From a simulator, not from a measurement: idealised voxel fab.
Documented hereafter: the process module known as voxel capacitor over wiring.
This is section cut - it's 300 nm across, gridded in 5 nm square cells.
Think of the cross-section as a grid of square cells. We describe it in bands, top to bottom, and each band covers one or more rows of those cells.
Read a band's entry like this: the first values are the height of its top and the height of its bottom in nm, and what follows is the sequence of materials from left to right, each with its width in nm. Note that "empty" is empty space, and that a single material marked "everywhere" reaches across the band from edge to edge.
The level at which height equals 0 is the one under which the wafer, as it arrives, is entirely one material. No lower edge exists for the bottom band, which continues downward and is notated as in "z 0 and below".
So if you see something like "30->40" for the width, read it as the top row of the band sitting at the first number and the bottom row at the second, with every row in between moving by the same amount as the last.
Step note "nothing was modified" = no cross-section cell changed.
The list in "Unvented voids" covers empty spaces of 8 cells or more that cannot reach the top through any open way, and it gives each as width x height at distance; the distance is from the left edge, and width, height and distance are in nm.
Text after the settings on a step's line: the simulator's own remark on that step.
overlay nm: right-of-plan distance of the mask on a masked step; negative values mean left-of-plan.
## Set out below are the planned steps of the process
step 1: op RECEIVE | material Si
step 2: op CONFORMAL_DEP | material SiO2 | thk nm 15
step 3: op CONFORMAL_DEP | material SiN | thk nm 5
step 4: op DIRECTIONAL_DEP | material lowk | thk nm 20
step 5: op PATTERN | tone open | mask id METAL_1 | material resist | width nm 15 | pitch nm 90 | thk nm 20 | overlay nm 0
step 6: op DIRECTIONAL_ETCH | etch materials lowk | depth nm 20
step 7: op DIRECTIONAL_ETCH | etch materials SiN | depth nm 5
step 8: op STRIP | etch materials resist
step 9: op CONFORMAL_DEP | material TiN | thk nm 5
step 10: op FILL_DEP | material Cu | thk nm 5
step 11: op CMP | height nm 40
step 12: op CONFORMAL_DEP | material SiCN | thk nm 5
step 13: op DIRECTIONAL_DEP | material lowk | thk nm 20
step 14: op PATTERN | tone open | mask id PLUG_1 | material resist | width nm 15 | thk nm 20 | overlay nm 0
step 15: op DIRECTIONAL_ETCH | etch materials lowk | depth nm 20
step 16: op DIRECTIONAL_ETCH | etch materials SiCN | depth nm 5
step 17: op STRIP | etch materials resist
step 18: op CONFORMAL_DEP | material TiN | thk nm 5
step 19: op FILL_DEP | material Ru | thk nm 10
step 20: op CMP | height nm 65
step 21: op DIRECTIONAL_DEP | material TiN | thk nm 5
step 22: op DIRECTIONAL_DEP | material HfO2 | thk nm 5
step 23: op DIRECTIONAL_DEP | material TiN | thk nm 5
step 24: op DIRECTIONAL_DEP | material aC | thk nm 15
step 25: op PATTERN | tone cover | mask id UPPER_PLATE | material resist | width nm 75 | thk nm 35 | overlay nm 0
step 26: op DIRECTIONAL_ETCH | etch materials aC | depth nm 15
step 27: op STRIP | etch materials resist
step 28: op DIRECTIONAL_ETCH | etch materials TiN | depth nm 5
step 29: op DIRECTIONAL_ETCH | etch materials HfO2 | depth nm 5
step 30: op STRIP | etch materials aC
step 31: op MASKED_ETCH | tone cover | mask id LOWER_PLATE | width nm 85 | etch materials TiN | depth nm 5 | overlay nm 0
step 32: op FILL_DEP | material SiO2 | thk nm 15
step 33: op CMP | height nm 90
step 34: op MASKED_ETCH | tone open | mask id PLUG_2 | width nm 15 | etch materials SiO2 | depth nm 10 | overlay nm 0
step 35: op CONFORMAL_DEP | material TiN | thk nm 5
step 36: op FILL_DEP | material Cu | thk nm 10
step 37: op CMP | height nm 90
step 38: op CONFORMAL_DEP | material SiCN | thk nm 5
Keep in mind the plan's value for the width nm of step 5 comes from the first wafer; the wafers don't share that setting, but they do share the same starting point.
## Cross-section, first of several wafers, as delivered after step 1
    z 0 and below | Si everywhere
    Unvented voids: none
## Here's the first of several wafers in cross-section, end of the module, after the last step, step 38
    z 95 to 90 | SiCN everywhere
    z 90 to 85 | 110 nm SiO2 | 5 nm TiN | 5 nm Cu | 5 nm TiN | 175 nm SiO2
    z 85 to 75 | 110->100 nm SiO2 | 15->75 nm TiN | 175->125 nm SiO2
    z 75 to 70 | 100 nm SiO2 | 75 nm HfO2 | 125 nm SiO2
    z 70 to 65 | 95 nm SiO2 | 85 nm TiN | 120 nm SiO2
    z 65 to 45 | 100 nm lowk | 5 nm TiN | 5 nm Ru | 5 nm TiN | 185 nm lowk
    z 45 to 40 | 100 nm SiCN | 15 nm TiN | 185 nm SiCN
    z 40 to 20 | 100 nm lowk | 5 nm TiN | 5 nm Cu | 5 nm TiN | 75 nm lowk | 5 nm TiN | 5 nm Cu | 5 nm TiN | 95 nm lowk
    z 20 to 15 | 100 nm SiN | 15 nm TiN | 75 nm SiN | 15 nm TiN | 95 nm SiN
    z 15 to 0 | SiO2 everywhere
    z 0 and below | Si everywhere
    Unvented voids: none
## Last-wafer cross-section at the end of the module
    z 95 to 90 | SiCN everywhere
    z 90 to 85 | 110 nm SiO2 | 5 nm TiN | 5 nm Cu | 5 nm TiN | 175 nm SiO2
    z 85 to 75 | 110->100 nm SiO2 | 15->75 nm TiN | 175->125 nm SiO2
    z 75 to 70 | 100 nm SiO2 | 75 nm HfO2 | 125 nm SiO2
    z 70 to 65 | 95 nm SiO2 | 85 nm TiN | 120 nm SiO2
    z 65 to 45 | 100 nm lowk | 5 nm TiN | 5 nm Ru | 5 nm TiN | 185 nm lowk
    z 45 to 40 | 100 nm SiCN | 15 nm TiN | 185 nm SiCN
    z 40 to 20 | 90 nm lowk | 5 nm TiN | 25 nm Cu | 5 nm TiN | 55 nm lowk | 5 nm TiN | 25 nm Cu | 5 nm TiN | 85 nm lowk
    z 20 to 15 | 90 nm SiN | 35 nm TiN | 55 nm SiN | 35 nm TiN | 85 nm SiN
    z 15 to 0 | SiO2 everywhere
    z 0 and below | Si everywhere
    Unvented voids: none
## Where each wafer stands at the end of the module, a row apiece: cells of each material gained (+) or lost (-) since it was received, then closed voids
width nm 15, +9 Cu, +15 HfO2, +4 Ru, +117 SiCN, +54 SiN, +427 SiO2, +70 TiN, +444 lowk, Unvented voids: none
width nm 20, +17 Cu, +15 HfO2, +4 Ru, +117 SiCN, +52 SiN, +427 SiO2, +72 TiN, +436 lowk, Unvented voids: none
width nm 25, +25 Cu, +15 HfO2, +4 Ru, +117 SiCN, +50 SiN, +427 SiO2, +74 TiN, +428 lowk, Unvented voids: none
width nm 30, +33 Cu, +15 HfO2, +4 Ru, +117 SiCN, +48 SiN, +427 SiO2, +76 TiN, +420 lowk, Unvented voids: none
width nm 35, +41 Cu, +15 HfO2, +4 Ru, +117 SiCN, +46 SiN, +427 SiO2, +78 TiN, +412 lowk, Unvented voids: none
